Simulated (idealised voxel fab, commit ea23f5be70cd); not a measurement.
Name of the process module below: voxel capacitor over wiring
The width of the displayed cross-section, cut, is 260 nm; its cells are square, with a size of 5 nm.
Throughout this document, each cross-section is represented as a grid of square cells and is presented as a sequence of bands enumerated from the top downward, where a band comprises one or more rows of cells.
In this notation a band is specified by the heights of its top and bottom, in that order and in nm, after which its materials appear from left to right, each paired with its width in nm. The word "everywhere" attached to a single material means that material fills the band from edge to edge; the word "air" stands for empty space.
Basically, 0 is our baseline, since under it the wafer straight out of the box is all one material. The bottom band has no lower end and keeps on going down, so it looks like "top 0, no bottom".
Quick explanation for "30..40": the width changes in equal steps down the rows of cells, from the first number in the band's top row to the second number in its bottom row.
A step reported as "no modification" is a step in which no cell of the cross-section changed.
Enclosed voids (no open way to top), threshold 8 cells or more, entry "Closed void catalog", notation width x height at distance, distance from left edge, nm.
Formally, on a step line, whatever follows the settings is a remark that the simulator itself makes on the step.
What "overlay nm" on a step's line means: if the step has a mask, that mask lay this far to the right of its planned place, or, when the value is negative, to the left.
Planned process steps:
1: RECEIVE | material Si
2: CONFORMAL_DEP | material SiO2 | thk nm 10
3: CONFORMAL_DEP | material SiN | thk nm 5
4: DIRECTIONAL_DEP | material SiO2 | thk nm 20
5: MASKED_ETCH | tone open | mask id METAL_1 | width nm 25 | pitch nm 75 | etch materials SiO2 | depth nm 20 | overlay nm 0
6: MASKED_ETCH | tone open | mask id METAL_1 | width nm 25 | pitch nm 75 | etch materials SiN | depth nm 5 | overlay nm 0
7: CONFORMAL_DEP | material TiN | thk nm 5
8: FILL_DEP | material Cu | thk nm 5
9: CMP | height nm 35
10: CONFORMAL_DEP | material SiCN | thk nm 5
11: DIRECTIONAL_DEP | material SiO2 | thk nm 20
12: DIRECTIONAL_DEP | material aC | thk nm 10
13: PATTERN | tone open | mask id PLUG_1 | material resist | width nm 15 | thk nm 25 | overlay nm 0
14: DIRECTIONAL_ETCH | etch materials aC | depth nm 10
15: STRIP | etch materials resist
16: DIRECTIONAL_ETCH | etch materials SiO2 | depth nm 20
17: DIRECTIONAL_ETCH | etch materials SiCN | depth nm 5
18: STRIP | etch materials aC
19: EPI | material Ru | thk nm 10
20: EPI | material Ru | thk nm 10
21: EPI | material Ru | thk nm 5
22: DIRECTIONAL_DEP | material TiN | thk nm 5
23: DIRECTIONAL_DEP | material HfO2 | thk nm 5
24: DIRECTIONAL_DEP | material TiN | thk nm 5
25: PATTERN | tone cover | mask id UPPER_PLATE | material resist | width nm 55 | thk nm 20 | overlay nm 0
26: DIRECTIONAL_ETCH | etch materials TiN | depth nm 5
27: DIRECTIONAL_ETCH | etch materials HfO2 | depth nm 5
28: STRIP | etch materials resist
29: PATTERN | tone cover | mask id LOWER_PLATE | material resist | width nm 65 | thk nm 20 | overlay nm 0
30: DIRECTIONAL_ETCH | etch materials TiN | depth nm 5
31: STRIP | etch materials resist
32: FILL_DEP | material SiO2 | thk nm 20
33: CMP | height nm 90
34: DIRECTIONAL_DEP | material aC | thk nm 15
35: PATTERN | tone open | mask id PLUG_2 | material resist | width nm 15 | thk nm 35 | overlay nm 0
36: DIRECTIONAL_ETCH | etch materials aC | depth nm 15
37: STRIP | etch materials resist
38: DIRECTIONAL_ETCH | etch materials SiO2 | depth nm 15
39: STRIP | etch materials aC
40: CONFORMAL_DEP | material TiN | thk nm 5
41: FILL_DEP | material Ru | thk nm 5
42: CMP | height nm 90
43: CONFORMAL_DEP | material SiCN | thk nm 5
As-received wafer cross-section (after step 1):
top 0, no bottom | Si everywhere
Closed void catalog: none
Look at the cross-section after the module: the wafer started out the way shown above and the plan was the one shown above, yet one mistake was made along the way:
top 95, bottom 90 | SiCN everywhere
top 90, bottom 80 | 100 of SiO2, 5 of TiN, 5 of Ru, 5 of TiN, 145 of SiO2
top 80, bottom 70 | 100..90 of SiO2, 15..55 of TiN, 145..115 of SiO2
top 70, bottom 65 | 90 of SiO2, 55 of HfO2, 115 of SiO2
top 65, bottom 60 | Ru everywhere
top 60, bottom 40 | 90 of SiO2, 15 of Ru, 155 of SiO2
top 40, bottom 35 | 90 of SiCN, 15 of Ru, 155 of SiCN
top 35, bottom 15 | 80 of SiO2, 5 of TiN, 15 of Cu, 5 of TiN, 50 of SiO2, 5 of TiN, 15 of Cu, 5 of TiN, 80 of SiO2
top 15, bottom 10 | 80 of SiN, 25 of TiN, 50 of SiN, 25 of TiN, 80 of SiN
top 10, bottom 0 | SiO2 everywhere
top 0, no bottom | Si everywhere
Closed void catalog: none
Which mistake was made when the wafer was run? step 22 ran differently from the plan; actual operation with settings: DIRECTIONAL_DEP | material Ru | thk nm 5
